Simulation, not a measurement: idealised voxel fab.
process module | voxel fin reveal
cross-section cut | 155 nm wide | cells 5 nm
A cross-section is a grid of square cells, given in bands from the top down. A band is one or more rows of cells.
Each band's line starts with the height of the band's top and of its bottom, in nm. Then come its materials from left to right, each with its width in nm. One material with "throughout" fills the band from edge to edge. "air" is empty space.
Height 0 is the level under which the wafer as received is all one material. The lowest band goes on downwards, as in "0 down".
A width such as "30 to 40" changes by the same amount from each row of cells to the next, from the band's top row to its bottom row.
"no change" after a step means that no cell of the cross-section changed.
closed voids: empty space of 8 cells or more with no open way to the top, each as width x height at its distance from the left edge, in nm
after a step's settings: what the simulator itself notes on the step
overlay nm, on a step with a mask: how far to the right of its planned place the mask lay; to the left if negative
plan
1 op RECEIVE | material Si
2 op CONFORMAL_DEP | material SiN | thk nm 5
3 op DIRECTIONAL_DEP | material aC | thk nm 15
4 op PATTERN | tone cover | mask id FINS | material resist | width nm 15 | pitch nm 40 | thk nm 35 | overlay nm 0
5 op DIRECTIONAL_ETCH | etch materials aC | depth nm 15
6 op STRIP | etch materials resist
7 op DIRECTIONAL_ETCH | etch materials SiN | depth nm 5
8 op DIRECTIONAL_ETCH | etch materials Si | depth nm 35
9 op STRIP | etch materials aC
10 op FILL_DEP | material SiO2 | thk nm 10
11 op CMP | height nm 5
12 op SELECTIVE_ETCH | etch materials SiO2 | depth nm 15
13 op STRIP | etch materials SiN
14 op CONFORMAL_DEP | material SiO2 | thk nm 5
first wafer, as planned
as received, after step 1
  0 down: Si throughout
  closed voids: none
after step 2
  5 to 0: SiN throughout
  below 0: unchanged
after step 3
  20 to 5: aC throughout
  below 5: unchanged
after step 4
  55 to 20: air 50 | resist 15 | air 25 | resist 15 | air 50
  below 20: unchanged
after step 5
  40 to 20: air 50 | resist 15 | air 25 | resist 15 | air 50
  20 to 5: air 50 | aC 15 | air 25 | aC 15 | air 50
  below 5: unchanged
after step 6
  20 to 5: air 50 | aC 15 | air 25 | aC 15 | air 50
  below 5: unchanged
after step 7
  20 to 5: air 50 | aC 15 | air 25 | aC 15 | air 50
  5 to 0: air 50 | SiN 15 | air 25 | SiN 15 | air 50
  below 0: unchanged
after step 8
  20 to 5: air 50 | aC 15 | air 25 | aC 15 | air 50
  5 to 0: air 50 | SiN 15 | air 25 | SiN 15 | air 50
  0 to -35: air 50 | Si 15 | air 25 | Si 15 | air 50
  below -35: unchanged
after step 9
  5 to 0: air 50 | SiN 15 | air 25 | SiN 15 | air 50
  below 0: unchanged
after step 10
  15 to 5: SiO2 throughout
  5 to 0: SiO2 50 | SiN 15 | SiO2 25 | SiN 15 | SiO2 50
  0 to -35: SiO2 50 | Si 15 | SiO2 25 | Si 15 | SiO2 50
  below -35: unchanged
after step 11
  5 to 0: SiO2 50 | SiN 15 | SiO2 25 | SiN 15 | SiO2 50
  below 0: unchanged
after step 12
  5 to 0: air 50 | SiN 15 | air 25 | SiN 15 | air 50
  0 to -10: air 50 | Si 15 | air 25 | Si 15 | air 50
  below -10: unchanged
after step 13
  0 to -10: air 50 | Si 15 | air 25 | Si 15 | air 50
  below -10: unchanged
after step 14
  5 to 0: air 45 | SiO2 25 | air 15 | SiO2 25 | air 45
  0 to -5: air 45 | SiO2 5 | Si 15 | SiO2 5 | air 15 | SiO2 5 | Si 15 | SiO2 5 | air 45
  -5 to -35: SiO2 50 | Si 15 | SiO2 25 | Si 15 | SiO2 50
  below -35: unchanged
second wafer: like start, like plan, one mistake. Through step 3 it matches the first wafer
when step 4 should have ended
  55 to 20: air 45 | resist 15 | air 25 | resist 15 | air 55
  below 20: unchanged
when step 5 should have ended
  40 to 20: air 45 | resist 15 | air 25 | resist 15 | air 55
  20 to 5: air 45 | aC 15 | air 25 | aC 15 | air 55
  below 5: unchanged
when step 6 should have ended
  20 to 5: air 45 | aC 15 | air 25 | aC 15 | air 55
  below 5: unchanged
when step 7 should have ended
  20 to 5: air 45 | aC 15 | air 25 | aC 15 | air 55
  5 to 0: air 45 | SiN 15 | air 25 | SiN 15 | air 55
  below 0: unchanged
when step 8 should have ended
  20 to 5: air 45 | aC 15 | air 25 | aC 15 | air 55
  5 to 0: air 45 | SiN 15 | air 25 | SiN 15 | air 55
  0 to -35: air 45 | Si 15 | air 25 | Si 15 | air 55
  below -35: unchanged
when step 9 should have ended
  5 to 0: air 45 | SiN 15 | air 25 | SiN 15 | air 55
  below 0: unchanged
when step 10 should have ended
  15 to 5: SiO2 throughout
  5 to 0: SiO2 45 | SiN 15 | SiO2 25 | SiN 15 | SiO2 55
  0 to -35: SiO2 45 | Si 15 | SiO2 25 | Si 15 | SiO2 55
  below -35: unchanged
when step 11 should have ended
  5 to 0: SiO2 45 | SiN 15 | SiO2 25 | SiN 15 | SiO2 55
  below 0: unchanged
when step 12 should have ended
  5 to 0: air 45 | SiN 15 | air 25 | SiN 15 | air 55
  0 to -10: air 45 | Si 15 | air 25 | Si 15 | air 55
  below -10: unchanged
when step 13 should have ended
  0 to -10: air 45 | Si 15 | air 25 | Si 15 | air 55
  below -10: unchanged
when step 14 should have ended
  5 to 0: air 40 | SiO2 25 | air 15 | SiO2 25 | air 50
  0 to -5: air 40 | SiO2 5 | Si 15 | SiO2 5 | air 15 | SiO2 5 | Si 15 | SiO2 5 | air 50
  -5 to -35: SiO2 45 | Si 15 | SiO2 25 | Si 15 | SiO2 55
  below -35: unchanged
what went wrong: step 4 ran as: op PATTERN | tone cover | mask id FINS | material resist | width nm 15 | pitch nm 40 | thk nm 35 | overlay nm -5
at the end the second wafer has, in cells: as many of each material as the first, in other places
